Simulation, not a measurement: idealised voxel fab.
Process module in this document: voxel self aligned vias
Square cells of 5 nm make up the cross-section cut, whose width is 260 nm.
Just so we're on the same page, the cross-sections are grids of square cells, and they're listed out in bands top to bottom, each band one or more rows deep. The entry gives the band's vertical extent as a top height and a bottom height in nm, then its horizontal make-up as materials from left to right, each with a width in nm. "air" stands for empty space; a single material marked "everywhere" fills the band edge to edge. Height 0 is the level under which the wafer as received is all one material. The lowest band goes on downwards, as in "top 0, no bottom". With a width like "30->40", each row of cells in the band differs from the next by the same amount, the top row carrying the first number and the bottom row the second. "no change occurred" after a step means that no cell of the cross-section changed. Reported under the label "Enclosed void catalog" are the empty spaces having no open way to the top and comprising 8 cells or more; the notation for each is width x height at distance, in which the distance is measured from the left edge and all three values are in nm. Formally, on a step line, whatever follows the settings is a remark that the simulator itself makes on the step. overlay nm, on a step with a mask: how far to the right of its planned place the mask lay; to the left if negative.
[Here's what the planned process steps look like]
- 1: RECEIVE | material Si
- 2: CONFORMAL_DEP | material SiO2 | thk nm 15
- 3: CONFORMAL_DEP | material SiCN | thk nm 5
- 4: DIRECTIONAL_DEP | material lowk | thk nm 20
- 5: PATTERN | tone open | mask id LINES | material resist | width nm 20 | pitch nm 60 | thk nm 15 | overlay nm 0
- 6: DIRECTIONAL_ETCH | etch materials lowk | depth nm 20
- 7: STRIP | etch materials resist
- 8: CONFORMAL_DEP | material TiN | thk nm 5
- 9: FILL_DEP | material Ru | thk nm 10
- 10: CMP | height nm 40
- 11: SELECTIVE_ETCH | etch materials W Ru TiN | depth nm 10
- 12: FILL_DEP | material SiN | thk nm 5
- 13: CMP | height nm 40
- 14: DIRECTIONAL_DEP | material lowk | thk nm 20
- 15: MASKED_ETCH | tone open | mask id VIAS | width nm 40 | etch materials lowk | depth nm 20 | overlay nm 0
- 16: MASKED_ETCH | tone open | mask id VIAS | width nm 40 | etch materials SiN | depth nm 10 | overlay nm 0
- 17: CONFORMAL_DEP | material TiN | thk nm 5
- 18: FILL_DEP | material Cu | thk nm 10
- 19: CMP | height nm 60
- 20: CONFORMAL_DEP | material SiCN | thk nm 5
[Cross-section of the wafer as it came to us, i.e., already through step 1]
	top 0, no bottom  Si everywhere
	Enclosed void catalog: none
[Cross-sectional result after module completion. Note: starting condition and plan are unchanged from above; one processing mistake was made]
	top 65, bottom 60  SiCN everywhere
	top 60, bottom 40  lowk: 80  TiN: 5  Cu: 30  TiN: 5  lowk: 140
	top 40, bottom 35  lowk: 80  TiN: 5  Cu: 30  TiN: 5  lowk: 30  SiN: 20  lowk: 90
	top 35, bottom 30  lowk: 80  TiN: 40  lowk: 30  SiN: 20  lowk: 90
	top 30, bottom 25  lowk: 80  TiN: 15  Ru: 10  TiN: 15  lowk: 30  TiN: 5  Ru: 10  TiN: 5  lowk: 90
	top 25, bottom 20  lowk: 80  TiN: 40  lowk: 30  TiN: 20  lowk: 90
	top 20, bottom 15  SiCN everywhere
	top 15, bottom 0  SiO2 everywhere
	top 0, no bottom  Si everywhere
	Enclosed void catalog: none
Plan not followed: step 15 of the plan was executed twice over
